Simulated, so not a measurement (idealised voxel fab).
Process module name: voxel trench capacitor
The cross-section on display is named cut; it measures 300 nm wide, and its cells are 5 nm squares.
Bands, listed from the top down, are how a cross-section gets written in this document; the cross-section itself is a grid of square cells, and a band is one or more rows of them.
Band entry format. Leading values: height of top, height of bottom, nm. Remainder: materials in left-to-right order, each with its width in nm. Special words: "full width" on a single material, which then fills the band edge to edge; "empty", empty space.
Heights are expressed relative to 0, this being the level below which the as-received wafer comprises one material exclusively. The lowest band is unbounded in the downward direction and is denoted as in "from 0 down".
Top row gets the first number, bottom row gets the second, and each row in between changes by the same step: that is how a band width like "30..40" works.
"no change" (step): cross-section cells unchanged, all of them.
In the "Closed void entries" entry, you get each enclosed empty space of 8 cells or more, one with no open way to the top, written width x height at distance, distance from the left edge, in nm.
Text after the settings on a step's line: the simulator's own remark on that step.
"overlay nm" answers the question of how far to the right of plan the mask lay on a step that has a mask, and when it is negative the answer is to the left.
**This section lists the process steps that were planned**
step 1: op RECEIVE | material Si
step 2: op CONFORMAL_DEP | material SiN | thk nm 10
step 3: op MASKED_ETCH | tone open | mask id TRENCH | width nm 30 | pitch nm 55 | etch materials SiN | depth nm 10 | overlay nm 0
step 4: op MASKED_ETCH | tone open | mask id TRENCH | width nm 30 | pitch nm 55 | etch materials Si | depth nm 30 | overlay nm 0
step 5: op CONFORMAL_DEP | material HfO2 | thk nm 5
step 6: op CONFORMAL_DEP | material TiN | thk nm 5
step 7: op FILL_DEP | material W | thk nm 10
step 8: op CMP | height nm 10
**Of two wafers, the first: run according to plan**
**Received-state cross-section, reflecting completion of step 1**
* from 0 down = Si full width
* Closed void entries: none
**Cross-section of the wafer subsequent to step 2**
* from 10 to 0 = SiN full width
* No changes below 0.
**Cross-section of the wafer subsequent to step 3**
* from 10 to 0 = SiN=50, empty=30, SiN=25, empty=30, SiN=25, empty=30, SiN=25, empty=30, SiN=55
* No changes below 0.
**Cross-section of the wafer subsequent to step 4**
* from 10 to 0 = SiN=50, empty=30, SiN=25, empty=30, SiN=25, empty=30, SiN=25, empty=30, SiN=55
* from 0 to -30 = Si=50, empty=30, Si=25, empty=30, Si=25, empty=30, Si=25, empty=30, Si=55
* No changes below -30.
**Cross-section of the wafer subsequent to step 5**
* from 15 to 10 = HfO2=55, empty=20, HfO2=35, empty=20, HfO2=35, empty=20, HfO2=35, empty=20, HfO2=60
* from 10 to 0 = SiN=50, HfO2=5, empty=20, HfO2=5, SiN=25, HfO2=5, empty=20, HfO2=5, SiN=25, HfO2=5, empty=20, HfO2=5, SiN=25, HfO2=5, empty=20, HfO2=5, SiN=55
* from 0 to -25 = Si=50, HfO2=5, empty=20, HfO2=5, Si=25, HfO2=5, empty=20, HfO2=5, Si=25, HfO2=5, empty=20, HfO2=5, Si=25, HfO2=5, empty=20, HfO2=5, Si=55
* from -25 to -30 = Si=50, HfO2=30, Si=25, HfO2=30, Si=25, HfO2=30, Si=25, HfO2=30, Si=55
* No changes below -30.
**Cross-section of the wafer subsequent to step 6**
* from 20 to 15 = TiN=60, empty=10, TiN=45, empty=10, TiN=45, empty=10, TiN=45, empty=10, TiN=65
* from 15 to 10 = HfO2=55, TiN=5, empty=10, TiN=5, HfO2=35, TiN=5, empty=10, TiN=5, HfO2=35, TiN=5, empty=10, TiN=5, HfO2=35, TiN=5, empty=10, TiN=5, HfO2=60
* from 10 to 0 = SiN=50, HfO2=5, TiN=5, empty=10, TiN=5, HfO2=5, SiN=25, HfO2=5, TiN=5, empty=10, TiN=5, HfO2=5, SiN=25, HfO2=5, TiN=5, empty=10, TiN=5, HfO2=5, SiN=25, HfO2=5, TiN=5, empty=10, TiN=5, HfO2=5, SiN=55
* from 0 to -20 = Si=50, HfO2=5, TiN=5, empty=10, TiN=5, HfO2=5, Si=25, HfO2=5, TiN=5, empty=10, TiN=5, HfO2=5, Si=25, HfO2=5, TiN=5, empty=10, TiN=5, HfO2=5, Si=25, HfO2=5, TiN=5, empty=10, TiN=5, HfO2=5, Si=55
* from -20 to -25 = Si=50, HfO2=5, TiN=20, HfO2=5, Si=25, HfO2=5, TiN=20, HfO2=5, Si=25, HfO2=5, TiN=20, HfO2=5, Si=25, HfO2=5, TiN=20, HfO2=5, Si=55
* No changes below -25.
**Cross-section of the wafer subsequent to step 7**
* from 30 to 20 = W full width
* from 20 to 15 = TiN=60, W=10, TiN=45, W=10, TiN=45, W=10, TiN=45, W=10, TiN=65
* from 15 to 10 = HfO2=55, TiN=5, W=10, TiN=5, HfO2=35, TiN=5, W=10, TiN=5, HfO2=35, TiN=5, W=10, TiN=5, HfO2=35, TiN=5, W=10, TiN=5, HfO2=60
* from 10 to 0 = SiN=50, HfO2=5, TiN=5, W=10, TiN=5, HfO2=5, SiN=25, HfO2=5, TiN=5, W=10, TiN=5, HfO2=5, SiN=25, HfO2=5, TiN=5, W=10, TiN=5, HfO2=5, SiN=25, HfO2=5, TiN=5, W=10, TiN=5, HfO2=5, SiN=55
* from 0 to -20 = Si=50, HfO2=5, TiN=5, W=10, TiN=5, HfO2=5, Si=25, HfO2=5, TiN=5, W=10, TiN=5, HfO2=5, Si=25, HfO2=5, TiN=5, W=10, TiN=5, HfO2=5, Si=25, HfO2=5, TiN=5, W=10, TiN=5, HfO2=5, Si=55
* No changes below -20.
**Cross-section of the wafer subsequent to step 8**
* from 10 to 0 = SiN=50, HfO2=5, TiN=5, W=10, TiN=5, HfO2=5, SiN=25, HfO2=5, TiN=5, W=10, TiN=5, HfO2=5, SiN=25, HfO2=5, TiN=5, W=10, TiN=5, HfO2=5, SiN=25, HfO2=5, TiN=5, W=10, TiN=5, HfO2=5, SiN=55
* No changes below 0.
**Second wafer, same starting state and plan as the first, one mistake in the run, identical through step 4**
**Cross-section of the second wafer when, according to plan, step 5 should have finished**
* from 15 to 10 = TiN=55, empty=20, TiN=35, empty=20, TiN=35, empty=20, TiN=35, empty=20, TiN=60
* from 10 to 0 = SiN=50, TiN=5, empty=20, TiN=5, SiN=25, TiN=5, empty=20, TiN=5, SiN=25, TiN=5, empty=20, TiN=5, SiN=25, TiN=5, empty=20, TiN=5, SiN=55
* from 0 to -25 = Si=50, TiN=5, empty=20, TiN=5, Si=25, TiN=5, empty=20, TiN=5, Si=25, TiN=5, empty=20, TiN=5, Si=25, TiN=5, empty=20, TiN=5, Si=55
* from -25 to -30 = Si=50, TiN=30, Si=25, TiN=30, Si=25, TiN=30, Si=25, TiN=30, Si=55
* No changes below -30.
**Cross-section of the second wafer when, according to plan, step 6 should have finished**
* from 20 to 15 = HfO2=60, empty=10, HfO2=45, empty=10, HfO2=45, empty=10, HfO2=45, empty=10, HfO2=65
* from 15 to 10 = TiN=55, HfO2=5, empty=10, HfO2=5, TiN=35, HfO2=5, empty=10, HfO2=5, TiN=35, HfO2=5, empty=10, HfO2=5, TiN=35, HfO2=5, empty=10, HfO2=5, TiN=60
* from 10 to 0 = SiN=50, TiN=5, HfO2=5, empty=10, HfO2=5, TiN=5, SiN=25, TiN=5, HfO2=5, empty=10, HfO2=5, TiN=5, SiN=25, TiN=5, HfO2=5, empty=10, HfO2=5, TiN=5, SiN=25, TiN=5, HfO2=5, empty=10, HfO2=5, TiN=5, SiN=55
* from 0 to -20 = Si=50, TiN=5, HfO2=5, empty=10, HfO2=5, TiN=5, Si=25, TiN=5, HfO2=5, empty=10, HfO2=5, TiN=5, Si=25, TiN=5, HfO2=5, empty=10, HfO2=5, TiN=5, Si=25, TiN=5, HfO2=5, empty=10, HfO2=5, TiN=5, Si=55
* from -20 to -25 = Si=50, TiN=5, HfO2=20, TiN=5, Si=25, TiN=5, HfO2=20, TiN=5, Si=25, TiN=5, HfO2=20, TiN=5, Si=25, TiN=5, HfO2=20, TiN=5, Si=55
* No changes below -25.
**Cross-section of the second wafer when, according to plan, step 7 should have finished**
* from 30 to 20 = W full width
* from 20 to 15 = HfO2=60, W=10, HfO2=45, W=10, HfO2=45, W=10, HfO2=45, W=10, HfO2=65
* from 15 to 10 = TiN=55, HfO2=5, W=10, HfO2=5, TiN=35, HfO2=5, W=10, HfO2=5, TiN=35, HfO2=5, W=10, HfO2=5, TiN=35, HfO2=5, W=10, HfO2=5, TiN=60
* from 10 to 0 = SiN=50, TiN=5, HfO2=5, W=10, HfO2=5, TiN=5, SiN=25, TiN=5, HfO2=5, W=10, HfO2=5, TiN=5, SiN=25, TiN=5, HfO2=5, W=10, HfO2=5, TiN=5, SiN=25, TiN=5, HfO2=5, W=10, HfO2=5, TiN=5, SiN=55
* from 0 to -20 = Si=50, TiN=5, HfO2=5, W=10, HfO2=5, TiN=5, Si=25, TiN=5, HfO2=5, W=10, HfO2=5, TiN=5, Si=25, TiN=5, HfO2=5, W=10, HfO2=5, TiN=5, Si=25, TiN=5, HfO2=5, W=10, HfO2=5, TiN=5, Si=55
* No changes below -20.
**Cross-section of the second wafer when, according to plan, step 8 should have finished**
* from 10 to 0 = SiN=50, TiN=5, HfO2=5, W=10, HfO2=5, TiN=5, SiN=25, TiN=5, HfO2=5, W=10, HfO2=5, TiN=5, SiN=25, TiN=5, HfO2=5, W=10, HfO2=5, TiN=5, SiN=25, TiN=5, HfO2=5, W=10, HfO2=5, TiN=5, SiN=55
* No changes below 0.
Processing error: steps 5 and 6 of the plan were run in the wrong order, each in the other's place
The closing comparison, in cells, has the second wafer with more or fewer of some materials than the first: 16 fewer of HfO2 | 16 more of TiN
